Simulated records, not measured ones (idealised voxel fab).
This section sets out a process module, namely voxel self aligned vias.
Cross-section cut spans 295 nm and uses square cells 5 nm in size.
This document writes a cross-section as a grid whose cells are square, and gives it as bands, listed from the top down; one or more rows of cells form a band. First you get the band's top height and its bottom height, in nm, and then the materials it's made of, left to right, with each width in nm. If you see a single material with "throughout", that one covers the band edge to edge. "air" is empty space. Heights are expressed relative to 0, this being the level below which the as-received wafer comprises one material exclusively. The lowest band is unbounded in the downward direction and is denoted as in "top 0, no bottom". Graded width ("30->40"): value in top row of band = first number; value in bottom row = second number; row-to-row change constant. No cell of the cross-section changed in a step that is given as "nothing changed". Entry "Trapped void list" = empty spaces >= 8 cells with no open way to the top; each as width x height at distance, distance from left edge, all nm. That trailing text on a step's line, after the settings, is the simulator's own remark on the step. overlay nm: mask right of planned place by this much (step with mask). Neg. = left.

### Planned process steps
1: RECEIVE (material Si)
2: CONFORMAL_DEP (material SiO2; thk nm 15)
3: CONFORMAL_DEP (material SiCN; thk nm 5)
4: DIRECTIONAL_DEP (material lowk; thk nm 25)
5: DIRECTIONAL_DEP (material aC; thk nm 15)
6: PATTERN (tone open; mask id LINES; material resist; width nm 25; pitch nm 60; thk nm 30; overlay nm 0)
7: DIRECTIONAL_ETCH (etch materials aC; depth nm 15)
8: STRIP (etch materials resist)
9: DIRECTIONAL_ETCH (etch materials lowk; depth nm 25)
10: STRIP (etch materials aC)
11: CONFORMAL_DEP (material TiN; thk nm 5)
12: FILL_DEP (material Ru; thk nm 10)
13: CMP (height nm 45)
14: SELECTIVE_ETCH (etch materials W Ru TiN; depth nm 5)
15: FILL_DEP (material SiN; thk nm 5)
16: CMP (height nm 45)
17: DIRECTIONAL_DEP (material lowk; thk nm 15)
18: PATTERN (tone open; mask id VIAS; material resist; width nm 45; pitch nm 60; thk nm 15; overlay nm 0)
19: DIRECTIONAL_ETCH (etch materials lowk; depth nm 15)
20: DIRECTIONAL_ETCH (etch materials SiN; depth nm 5)
21: STRIP (etch materials resist)
22: CONFORMAL_DEP (material TiN; thk nm 5)
23: FILL_DEP (material Ru; thk nm 10)
24: CMP (height nm 60)
25: CONFORMAL_DEP (material SiN; thk nm 5)

### Cross-section of the wafer at receipt, which is the condition after step 1
top 0, no bottom: Si throughout
Trapped void list: none

### First of two wafers: cross-section at end of module, run per plan
top 65, bottom 60: SiN throughout
top 60, bottom 50: lowk 65 nm; TiN 5 nm; Ru 35 nm; TiN 5 nm; lowk 15 nm; TiN 5 nm; Ru 35 nm; TiN 5 nm; lowk 15 nm; TiN 5 nm; Ru 35 nm; TiN 5 nm; lowk 65 nm
top 50, bottom 45: lowk 65 nm; TiN 15 nm; Ru 15 nm; TiN 15 nm; lowk 15 nm; TiN 15 nm; Ru 15 nm; TiN 15 nm; lowk 15 nm; TiN 15 nm; Ru 15 nm; TiN 15 nm; lowk 65 nm
top 45, bottom 40: lowk 75 nm; TiN 25 nm; lowk 35 nm; TiN 25 nm; lowk 35 nm; TiN 25 nm; lowk 75 nm
top 40, bottom 25: lowk 75 nm; TiN 5 nm; Ru 15 nm; TiN 5 nm; lowk 35 nm; TiN 5 nm; Ru 15 nm; TiN 5 nm; lowk 35 nm; TiN 5 nm; Ru 15 nm; TiN 5 nm; lowk 75 nm
top 25, bottom 20: lowk 75 nm; TiN 25 nm; lowk 35 nm; TiN 25 nm; lowk 35 nm; TiN 25 nm; lowk 75 nm
top 20, bottom 15: SiCN throughout
top 15, bottom 0: SiO2 throughout
top 0, no bottom: Si throughout
Trapped void list: none

### Cross-sectional image of the second wafer of the two following completion of the module. Starting state and process plan were the same as for the first wafer; one execution error occurred
top 65, bottom 60: SiN throughout
top 60, bottom 50: lowk 65 nm; TiN 5 nm; aC 35 nm; TiN 5 nm; lowk 15 nm; TiN 5 nm; aC 35 nm; TiN 5 nm; lowk 15 nm; TiN 5 nm; aC 35 nm; TiN 5 nm; lowk 65 nm
top 50, bottom 45: lowk 65 nm; TiN 15 nm; aC 15 nm; TiN 15 nm; lowk 15 nm; TiN 15 nm; aC 15 nm; TiN 15 nm; lowk 15 nm; TiN 15 nm; aC 15 nm; TiN 15 nm; lowk 65 nm
top 45, bottom 40: lowk 75 nm; TiN 25 nm; lowk 35 nm; TiN 25 nm; lowk 35 nm; TiN 25 nm; lowk 75 nm
top 40, bottom 25: lowk 75 nm; TiN 5 nm; Ru 15 nm; TiN 5 nm; lowk 35 nm; TiN 5 nm; Ru 15 nm; TiN 5 nm; lowk 35 nm; TiN 5 nm; Ru 15 nm; TiN 5 nm; lowk 75 nm
top 25, bottom 20: lowk 75 nm; TiN 25 nm; lowk 35 nm; TiN 25 nm; lowk 35 nm; TiN 25 nm; lowk 75 nm
top 20, bottom 15: SiCN throughout
top 15, bottom 0: SiO2 throughout
top 0, no bottom: Si throughout
Trapped void list: none
In executing the process, a mistake was made relative to the plan: step 23 changed vs plan, executed as FILL_DEP (material aC; thk nm 10)
Bottom line after processing is that, in cells, the second wafer is up or down on some materials versus the first: Ru: 51 fewer, aC: 51 more
